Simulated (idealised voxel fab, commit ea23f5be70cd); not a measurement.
Herein follows the process module entitled voxel capacitor over wiring.
Each square cell in cross-section cut measures 5 nm, and the section as a whole is 155 nm wide.
Cross-section = grid of square cells, listed top down in bands; band = one or more rows. Heights first: top, then bottom, in nm. Then materials, left to right, each with a width in nm. "everywhere" on a single material: fills the band edge to edge. "air": empty space. Zero point of the height axis is 0; under it, received wafer = one material. Lowest band: continues down indefinitely, "0 -> down". Quick explanation for "30..40": the width changes in equal steps down the rows of cells, from the first number in the band's top row to the second number in its bottom row. What does "left unchanged" mean for a step? It means no cell of the cross-section changed in that step. Each empty space that has no open way to the top and spans at least 8 cells appears under "Closed void roster" as width x height at distance, the distance counted from the left edge, all in nm. Text after the settings on a step's line: the simulator's own remark on that step. Regarding "overlay nm": on a step with a mask, it is the distance the mask lay to the right of its planned place; a negative value places it to the left.

List of planned process steps:
- 1: RECEIVE (material Si)
- 2: CONFORMAL_DEP (material SiO2; thk nm 15)
- 3: CONFORMAL_DEP (material SiCN; thk nm 5)
- 4: DIRECTIONAL_DEP (material SiO2; thk nm 15)
- 5: PATTERN (tone open; mask id METAL_1; material resist; width nm 25; pitch nm 90; thk nm 20; overlay nm 0)
- 6: DIRECTIONAL_ETCH (etch materials SiO2; depth nm 15)
- 7: DIRECTIONAL_ETCH (etch materials SiCN; depth nm 5)
- 8: STRIP (etch materials resist)
- 9: CONFORMAL_DEP (material TiN; thk nm 5)
- 10: FILL_DEP (material Ru; thk nm 10)
- 11: CMP (height nm 35)
- 12: CONFORMAL_DEP (material SiCN; thk nm 5)
- 13: DIRECTIONAL_DEP (material SiO2; thk nm 15)
- 14: DIRECTIONAL_DEP (material aC; thk nm 10)
- 15: PATTERN (tone open; mask id PLUG_1; material resist; width nm 15; thk nm 25; overlay nm 0)
- 16: DIRECTIONAL_ETCH (etch materials aC; depth nm 10)
- 17: STRIP (etch materials resist)
- 18: DIRECTIONAL_ETCH (etch materials SiO2; depth nm 15)
- 19: DIRECTIONAL_ETCH (etch materials SiCN; depth nm 5)
- 20: STRIP (etch materials aC)
- 21: EPI (material Ru; thk nm 10)
- 22: EPI (material Ru; thk nm 10)
- 23: DIRECTIONAL_DEP (material TiN; thk nm 10)
- 24: DIRECTIONAL_DEP (material HfO2; thk nm 5)
- 25: DIRECTIONAL_DEP (material TiN; thk nm 5)
- 26: PATTERN (tone cover; mask id UPPER_PLATE; material resist; width nm 70; thk nm 15; overlay nm 0)
- 27: DIRECTIONAL_ETCH (etch materials TiN; depth nm 5)
- 28: DIRECTIONAL_ETCH (etch materials HfO2; depth nm 5)
- 29: STRIP (etch materials resist)
- 30: PATTERN (tone cover; mask id LOWER_PLATE; material resist; width nm 80; thk nm 20; overlay nm 0)
- 31: DIRECTIONAL_ETCH (etch materials TiN; depth nm 10)
- 32: STRIP (etch materials resist)
- 33: FILL_DEP (material SiO2; thk nm 20)
- 34: CMP (height nm 90)
- 35: PATTERN (tone open; mask id PLUG_2; material resist; width nm 15; thk nm 20; overlay nm 0)
- 36: DIRECTIONAL_ETCH (etch materials SiO2; depth nm 15)
- 37: STRIP (etch materials resist)
- 38: CONFORMAL_DEP (material TiN; thk nm 5)
- 39: FILL_DEP (material Ru; thk nm 10)
- 40: CMP (height nm 90)
- 41: CONFORMAL_DEP (material SiCN; thk nm 5)

Cross-section of the incoming wafer, state after step 1:
0 -> down: Si everywhere
Closed void roster: none

Post-module cross-section of the first of two wafers (run per plan):
95 -> 90: SiCN everywhere
90 -> 80: SiO2 40; TiN 5; Ru 5; TiN 5; SiO2 100
80 -> 70: SiO2 40..30; TiN 15..70; SiO2 100..55
70 -> 65: SiO2 30; HfO2 70; SiO2 55
65 -> 55: SiO2 25; TiN 80; SiO2 50
55 -> 40: SiO2 30; Ru 15; SiO2 110
40 -> 35: SiCN 30; Ru 15; SiCN 110
35 -> 20: SiO2 20; TiN 5; Ru 15; TiN 5; SiO2 65; TiN 5; Ru 15; TiN 5; SiO2 20
20 -> 15: SiCN 20; TiN 25; SiCN 65; TiN 25; SiCN 20
15 -> 0: SiO2 everywhere
0 -> down: Si everywhere
Closed void roster: none

Wafer two cross-section, module end. Start and plan unchanged from wafer one; one mistake made during the run:
95 -> 90: SiCN everywhere
90 -> 80: SiO2 40..30; TiN 15..25; SiO2 100
80 -> 75: SiO2 30; HfO2 25; SiO2 100
75 -> 70: SiO2 25; TiN 75; SiO2 55
70 -> 65: SiO2 25; TiN 30; HfO2 45; SiO2 55
65 -> 55: SiO2 20; Ru 35; TiN 50; SiO2 50
55 -> 40: SiO2 30; Ru 15; SiO2 110
40 -> 35: SiCN 30; Ru 15; SiCN 110
35 -> 20: SiO2 20; TiN 5; Ru 15; TiN 5; SiO2 65; TiN 5; Ru 15; TiN 5; SiO2 20
20 -> 15: SiCN 20; TiN 25; SiCN 65; TiN 25; SiCN 20
15 -> 0: SiO2 everywhere
0 -> down: Si everywhere
Closed void roster: none
Which mistake was made when the wafer was run? one of the identical steps 21 and 22 was executed twice, with no means of telling which
Heads up, by the end the second wafer has more or fewer cells of some materials compared to the first: Ru +12, SiO2 -8, TiN -4
